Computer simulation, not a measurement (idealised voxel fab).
Title: Process Module voxel local oxidation
It is cross-section cut that appears here, measuring 190 nm in width, its square cells being 5 nm in size.
Throughout this document, each cross-section is represented as a grid of square cells and is presented as a sequence of bands enumerated from the top downward, where a band comprises one or more rows of cells. Read a band's entry like this: the first values are the height of its top and the height of its bottom in nm, and what follows is the sequence of materials from left to right, each with its width in nm. Note that "blank" is empty space, and that a single material marked "throughout" reaches across the band from edge to edge. Height is counted from the level 0, under which the received wafer is composed throughout of one material. The lowest of the bands is not closed at the bottom but continues downward, in the notation "0 and below". The width entry "30..40" should be interpreted row by row: the top row of cells in the band takes the first number, the bottom row takes the second number, and the change between adjacent rows is uniform throughout. Where the words "left unchanged" appear for a step, the cross-section shows no cell changed by that step; every cell remained as before. Reported under the label "Enclosed empty spaces" are the empty spaces having no open way to the top and comprising 8 cells or more; the notation for each is width x height at distance, in which the distance is measured from the left edge and all three values are in nm. Text after the settings on a step's line: the simulator's own remark on that step. overlay nm, on a step with a mask: how far to the right of its planned place the mask lay; to the left if negative.
-- Steps in the process plan
1. op RECEIVE | material Si
2. op OXIDIZE | depth nm 5
3. op CONFORMAL_DEP | material SiN | thk nm 15
4. op MASKED_ETCH | tone cover | mask id ACTIVE | width nm 80 | etch materials SiN | depth nm 15 | overlay nm 0
5. op SELECTIVE_ETCH | etch materials SiO2 | depth nm 5
6. op OXIDIZE | depth nm 10
7. op STRIP | etch materials SiN
All wafers enter the flow in the same state. The width nm at step 4 differs from wafer to wafer, and the plan gives the value for the first wafer.
-- First wafer of several, as received: cross-section after step 1
    0 and below | Si throughout
    Enclosed empty spaces: none
-- Table: wafers, a row each; end-of-module cell change per material since receipt, gain (+), loss (-); then closed voids
width nm 80 | -94 Si | +70 SiO2 | Enclosed empty spaces: none
width nm 85 | -92 Si | +69 SiO2 | Enclosed empty spaces: none
width nm 90 | -90 Si | +68 SiO2 | Enclosed empty spaces: none
width nm 95 | -88 Si | +67 SiO2 | Enclosed empty spaces: none
width nm 100 | -86 Si | +66 SiO2 | Enclosed empty spaces: none
width nm 105 | -84 Si | +65 SiO2 | Enclosed empty spaces: none
